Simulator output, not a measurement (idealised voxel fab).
You're looking at the process module voxel self aligned contacts.
The cross-section on display is named cut; it measures 270 nm wide, and its cells are 5 nm squares.
If you're reading a cross-section in this doc, picture square cells in a grid; it comes to you as bands, top ones listed first down to the bottom, and a band can be one or more rows of cells. For a band, the entry starts with two heights in nm, that of the top and then that of the bottom, and carries on with the band's materials in order from left to right, each alongside its width in nm; the word "everywhere" beside a single material means it fills the band edge to edge, and "blank" means empty space. Beneath 0, the wafer as received is one material, and that level is where height counting begins. The lowest band goes on downward without a bottom; it is written like "0 -> down". A width such as "30..40" changes by the same amount from each row of cells to the next, from the band's top row to its bottom row. "no alteration", as given for a step, is the statement that not any cell of the cross-section underwent a change during that step. Closed-off voids of 8+ cells (no open route to the top) go in "Closed cavity list", written width x height at distance from the left edge, in nm. Post-settings text on a step line: simulator's own remark regarding the step. You can add "overlay nm" to a step's line. For a step with a mask, it describes how far the mask lay to the right of its planned position, and a negative number describes a lay to the left.

-- This section lists the process steps that were planned
1 RECEIVE, material Si
2 OXIDIZE, depth nm 5
3 DIRECTIONAL_DEP, material polySi, thk nm 30
4 DIRECTIONAL_DEP, material SiN, thk nm 20
5 DIRECTIONAL_DEP, material aC, thk nm 10
6 PATTERN, tone cover, mask id GATE, material resist, width nm 30, pitch nm 75, thk nm 30, overlay nm 0
7 DIRECTIONAL_ETCH, etch materials aC, depth nm 10
8 STRIP, etch materials resist
9 DIRECTIONAL_ETCH, etch materials SiN, depth nm 20
10 DIRECTIONAL_ETCH, etch materials polySi, depth nm 30
11 STRIP, etch materials aC
12 CONFORMAL_DEP, material SiN, thk nm 10
13 DIRECTIONAL_ETCH, etch materials SiN, depth nm 10
14 FILL_DEP, material SiO2, thk nm 20
15 CMP, height nm 60
16 DIRECTIONAL_DEP, material aC, thk nm 10
17 PATTERN, tone open, mask id CONTACT, material resist, width nm 55, thk nm 30, overlay nm 0
18 DIRECTIONAL_ETCH, etch materials aC, depth nm 10
19 STRIP, etch materials resist
20 DIRECTIONAL_ETCH, etch materials SiO2, depth nm 65
21 STRIP, etch materials aC
22 CONFORMAL_DEP, material TiN, thk nm 5
23 FILL_DEP, material Ru, thk nm 5
24 CMP, height nm 60
25 CONFORMAL_DEP, material SiN, thk nm 5

-- First of two wafers: run as planned

-- As-received state of the wafer in cross-section, equivalent to post-step 1
> 0 -> down: Si everywhere
> Closed cavity list: none

-- Presented here is a cross-section of the wafer after step 2 has been performed
> 0 -> -5: SiO2 everywhere
> Under the height -5 nothing was changed.

-- Presented here is a cross-section of the wafer after step 3 has been performed
> 30 -> 0: polySi everywhere
> Under the height 0 nothing was changed.

-- Presented here is a cross-section of the wafer after step 4 has been performed
> 50 -> 30: SiN everywhere
> Under the height 30 nothing was changed.

-- Presented here is a cross-section of the wafer after step 5 has been performed
> 60 -> 50: aC everywhere
> Under the height 50 nothing was changed.

-- Presented here is a cross-section of the wafer after step 6 has been performed
> 90 -> 60: 80 nm blank / 30 nm resist / 45 nm blank / 30 nm resist / 85 nm blank
> Under the height 60 nothing was changed.

-- Presented here is a cross-section of the wafer after step 7 has been performed
> 80 -> 60: 80 nm blank / 30 nm resist / 45 nm blank / 30 nm resist / 85 nm blank
> 60 -> 50: 80 nm blank / 30 nm aC / 45 nm blank / 30 nm aC / 85 nm blank
> Under the height 50 nothing was changed.

-- Presented here is a cross-section of the wafer after step 8 has been performed
> 60 -> 50: 80 nm blank / 30 nm aC / 45 nm blank / 30 nm aC / 85 nm blank
> Under the height 50 nothing was changed.

-- Presented here is a cross-section of the wafer after step 9 has been performed
> 60 -> 50: 80 nm blank / 30 nm aC / 45 nm blank / 30 nm aC / 85 nm blank
> 50 -> 30: 80 nm blank / 30 nm SiN / 45 nm blank / 30 nm SiN / 85 nm blank
> Under the height 30 nothing was changed.

-- Presented here is a cross-section of the wafer after step 10 has been performed
> 60 -> 50: 80 nm blank / 30 nm aC / 45 nm blank / 30 nm aC / 85 nm blank
> 50 -> 30: 80 nm blank / 30 nm SiN / 45 nm blank / 30 nm SiN / 85 nm blank
> 30 -> 0: 80 nm blank / 30 nm polySi / 45 nm blank / 30 nm polySi / 85 nm blank
> Under the height 0 nothing was changed.

-- Presented here is a cross-section of the wafer after step 11 has been performed
> 50 -> 30: 80 nm blank / 30 nm SiN / 45 nm blank / 30 nm SiN / 85 nm blank
> Under the height 30 nothing was changed.

-- Presented here is a cross-section of the wafer after step 12 has been performed
> 60 -> 30: 70 nm blank / 50 nm SiN / 25 nm blank / 50 nm SiN / 75 nm blank
> 30 -> 10: 70 nm blank / 10 nm SiN / 30 nm polySi / 10 nm SiN / 25 nm blank / 10 nm SiN / 30 nm polySi / 10 nm SiN / 75 nm blank
> 10 -> 0: 80 nm SiN / 30 nm polySi / 45 nm SiN / 30 nm polySi / 85 nm SiN
> Under the height 0 nothing was changed.

-- Presented here is a cross-section of the wafer after step 13 has been performed
> 50 -> 30: 70 nm blank / 50 nm SiN / 25 nm blank / 50 nm SiN / 75 nm blank
> 30 -> 0: 70 nm blank / 10 nm SiN / 30 nm polySi / 10 nm SiN / 25 nm blank / 10 nm SiN / 30 nm polySi / 10 nm SiN / 75 nm blank
> Under the height 0 nothing was changed.

-- Presented here is a cross-section of the wafer after step 14 has been performed
> 70 -> 50: SiO2 everywhere
> 50 -> 30: 70 nm SiO2 / 50 nm SiN / 25 nm SiO2 / 50 nm SiN / 75 nm SiO2
> 30 -> 0: 70 nm SiO2 / 10 nm SiN / 30 nm polySi / 10 nm SiN / 25 nm SiO2 / 10 nm SiN / 30 nm polySi / 10 nm SiN / 75 nm SiO2
> Under the height 0 nothing was changed.

-- Presented here is a cross-section of the wafer after step 15 has been performed
> 60 -> 50: SiO2 everywhere
> Under the height 50 nothing was changed.

-- Presented here is a cross-section of the wafer after step 16 has been performed
> 70 -> 60: aC everywhere
> Under the height 60 nothing was changed.

-- Presented here is a cross-section of the wafer after step 17 has been performed
> 100 -> 70: 105 nm resist / 55 nm blank / 110 nm resist
> Under the height 70 nothing was changed.

-- Presented here is a cross-section of the wafer after step 18 has been performed
> 90 -> 70: 105 nm resist / 55 nm blank / 110 nm resist
> 70 -> 60: 105 nm aC / 55 nm blank / 110 nm aC
> Under the height 60 nothing was changed.

-- Presented here is a cross-section of the wafer after step 19 has been performed
> 70 -> 60: 105 nm aC / 55 nm blank / 110 nm aC
> Under the height 60 nothing was changed.

-- Presented here is a cross-section of the wafer after step 20 has been performed
> 70 -> 60: 105 nm aC / 55 nm blank / 110 nm aC
> 60 -> 50: 105 nm SiO2 / 55 nm blank / 110 nm SiO2
> 50 -> 30: 70 nm SiO2 / 50 nm SiN / 25 nm blank / 50 nm SiN / 75 nm SiO2
> 30 -> 0: 70 nm SiO2 / 10 nm SiN / 30 nm polySi / 10 nm SiN / 25 nm blank / 10 nm SiN / 30 nm polySi / 10 nm SiN / 75 nm SiO2
> 0 -> -5: 120 nm SiO2 / 25 nm blank / 125 nm SiO2
> Under the height -5 nothing was changed.

-- Presented here is a cross-section of the wafer after step 21 has been performed
> 60 -> 50: 105 nm SiO2 / 55 nm blank / 110 nm SiO2
> Under the height 50 nothing was changed.

-- Presented here is a cross-section of the wafer after step 22 has been performed
> 65 -> 60: 110 nm TiN / 45 nm blank / 115 nm TiN
> 60 -> 50: 105 nm SiO2 / 5..20 nm TiN / 45..15 nm blank / 5..20 nm TiN / 110 nm SiO2
> 50 -> 30: 70 nm SiO2 / 50 nm SiN / 5 nm TiN / 15 nm blank / 5 nm TiN / 50 nm SiN / 75 nm SiO2
> 30 -> 0: 70 nm SiO2 / 10 nm SiN / 30 nm polySi / 10 nm SiN / 5 nm TiN / 15 nm blank / 5 nm TiN / 10 nm SiN / 30 nm polySi / 10 nm SiN / 75 nm SiO2
> 0 -> -5: 120 nm SiO2 / 25 nm TiN / 125 nm SiO2
> Under the height -5 nothing was changed.

-- Presented here is a cross-section of the wafer after step 23 has been performed
> 70 -> 65: Ru everywhere
> 65 -> 60: 110 nm TiN / 45 nm Ru / 115 nm TiN
> 60 -> 50: 105 nm SiO2 / 5..20 nm TiN / 45..15 nm Ru / 5..20 nm TiN / 110 nm SiO2
> 50 -> 30: 70 nm SiO2 / 50 nm SiN / 5 nm TiN / 15 nm Ru / 5 nm TiN / 50 nm SiN / 75 nm SiO2
> 30 -> 0: 70 nm SiO2 / 10 nm SiN / 30 nm polySi / 10 nm SiN / 5 nm TiN / 15 nm Ru / 5 nm TiN / 10 nm SiN / 30 nm polySi / 10 nm SiN / 75 nm SiO2
> Under the height 0 nothing was changed.

-- Presented here is a cross-section of the wafer after step 24 has been performed
> 60 -> 50: 105 nm SiO2 / 5..20 nm TiN / 45..15 nm Ru / 5..20 nm TiN / 110 nm SiO2
> Under the height 50 nothing was changed.

-- Presented here is a cross-section of the wafer after step 25 has been performed
> 65 -> 60: SiN everywhere
> Under the height 60 nothing was changed.

-- Wafer two. Identical start, identical plan. One mistake in execution. Identical history through step 11

-- Cross-sectional representation of the second wafer at the time designated in the plan for the completion of step 12
> 40 -> 30: 80 nm blank / 30 nm SiN / 45 nm blank / 30 nm SiN / 85 nm blank
> Under the height 30 nothing was changed.

-- Cross-sectional representation of the second wafer at the time designated in the plan for the completion of step 13
> 50 -> 30: 70 nm blank / 50 nm SiN / 25 nm blank / 50 nm SiN / 75 nm blank
> 30 -> 10: 70 nm blank / 10 nm SiN / 30 nm polySi / 10 nm SiN / 25 nm blank / 10 nm SiN / 30 nm polySi / 10 nm SiN / 75 nm blank
> 10 -> 0: 80 nm SiN / 30 nm polySi / 45 nm SiN / 30 nm polySi / 85 nm SiN
> Under the height 0 nothing was changed.

-- Cross-sectional representation of the second wafer at the time designated in the plan for the completion of step 14
> 70 -> 50: SiO2 everywhere
> 50 -> 30: 70 nm SiO2 / 50 nm SiN / 25 nm SiO2 / 50 nm SiN / 75 nm SiO2
> 30 -> 10: 70 nm SiO2 / 10 nm SiN / 30 nm polySi / 10 nm SiN / 25 nm SiO2 / 10 nm SiN / 30 nm polySi / 10 nm SiN / 75 nm SiO2
> Under the height 10 nothing was changed.

-- Cross-sectional representation of the second wafer at the time designated in the plan for the completion of step 15
> 60 -> 50: SiO2 everywhere
> Under the height 50 nothing was changed.

-- Cross-sectional representation of the second wafer at the time designated in the plan for the completion of step 16
> 70 -> 60: aC everywhere
> Under the height 60 nothing was changed.

-- Cross-sectional representation of the second wafer at the time designated in the plan for the completion of step 17
> 100 -> 70: 105 nm resist / 55 nm blank / 110 nm resist
> Under the height 70 nothing was changed.

-- Cross-sectional representation of the second wafer at the time designated in the plan for the completion of step 18
> 90 -> 70: 105 nm resist / 55 nm blank / 110 nm resist
> 70 -> 60: 105 nm aC / 55 nm blank / 110 nm aC
> Under the height 60 nothing was changed.

-- Cross-sectional representation of the second wafer at the time designated in the plan for the completion of step 19
> 70 -> 60: 105 nm aC / 55 nm blank / 110 nm aC
> Under the height 60 nothing was changed.

-- Cross-sectional representation of the second wafer at the time designated in the plan for the completion of step 20
> 70 -> 60: 105 nm aC / 55 nm blank / 110 nm aC
> 60 -> 50: 105 nm SiO2 / 55 nm blank / 110 nm SiO2
> 50 -> 30: 70 nm SiO2 / 50 nm SiN / 25 nm blank / 50 nm SiN / 75 nm SiO2
> 30 -> 10: 70 nm SiO2 / 10 nm SiN / 30 nm polySi / 10 nm SiN / 25 nm blank / 10 nm SiN / 30 nm polySi / 10 nm SiN / 75 nm SiO2
> Under the height 10 nothing was changed.

-- Cross-sectional representation of the second wafer at the time designated in the plan for the completion of step 21
> 60 -> 50: 105 nm SiO2 / 55 nm blank / 110 nm SiO2
> Under the height 50 nothing was changed.

-- Cross-sectional representation of the second wafer at the time designated in the plan for the completion of step 22
> 65 -> 60: 110 nm TiN / 45 nm blank / 115 nm TiN
> 60 -> 50: 105 nm SiO2 / 5..20 nm TiN / 45..15 nm blank / 5..20 nm TiN / 110 nm SiO2
> 50 -> 30: 70 nm SiO2 / 50 nm SiN / 5 nm TiN / 15 nm blank / 5 nm TiN / 50 nm SiN / 75 nm SiO2
> 30 -> 15: 70 nm SiO2 / 10 nm SiN / 30 nm polySi / 10 nm SiN / 5 nm TiN / 15 nm blank / 5 nm TiN / 10 nm SiN / 30 nm polySi / 10 nm SiN / 75 nm SiO2
> 15 -> 10: 70 nm SiO2 / 10 nm SiN / 30 nm polySi / 10 nm SiN / 25 nm TiN / 10 nm SiN / 30 nm polySi / 10 nm SiN / 75 nm SiO2
> Under the height 10 nothing was changed.

-- Cross-sectional representation of the second wafer at the time designated in the plan for the completion of step 23
> 70 -> 65: Ru everywhere
> 65 -> 60: 110 nm TiN / 45 nm Ru / 115 nm TiN
> 60 -> 50: 105 nm SiO2 / 5..20 nm TiN / 45..15 nm Ru / 5..20 nm TiN / 110 nm SiO2
> 50 -> 30: 70 nm SiO2 / 50 nm SiN / 5 nm TiN / 15 nm Ru / 5 nm TiN / 50 nm SiN / 75 nm SiO2
> 30 -> 15: 70 nm SiO2 / 10 nm SiN / 30 nm polySi / 10 nm SiN / 5 nm TiN / 15 nm Ru / 5 nm TiN / 10 nm SiN / 30 nm polySi / 10 nm SiN / 75 nm SiO2
> Under the height 15 nothing was changed.

-- Cross-sectional representation of the second wafer at the time designated in the plan for the completion of step 24
> 60 -> 50: 105 nm SiO2 / 5..20 nm TiN / 45..15 nm Ru / 5..20 nm TiN / 110 nm SiO2
> Under the height 50 nothing was changed.

-- Cross-sectional representation of the second wafer at the time designated in the plan for the completion of step 25
> 65 -> 60: SiN everywhere
> Under the height 60 nothing was changed.
Nonconformance to the process plan: the executed order of steps 12 and 13 is the reverse of that specified in the plan, each step having taken the other's position
End of process, cell counts, second wafer against first, materials with more or fewer: -9 Ru, +68 SiN, -53 SiO2, -6 TiN
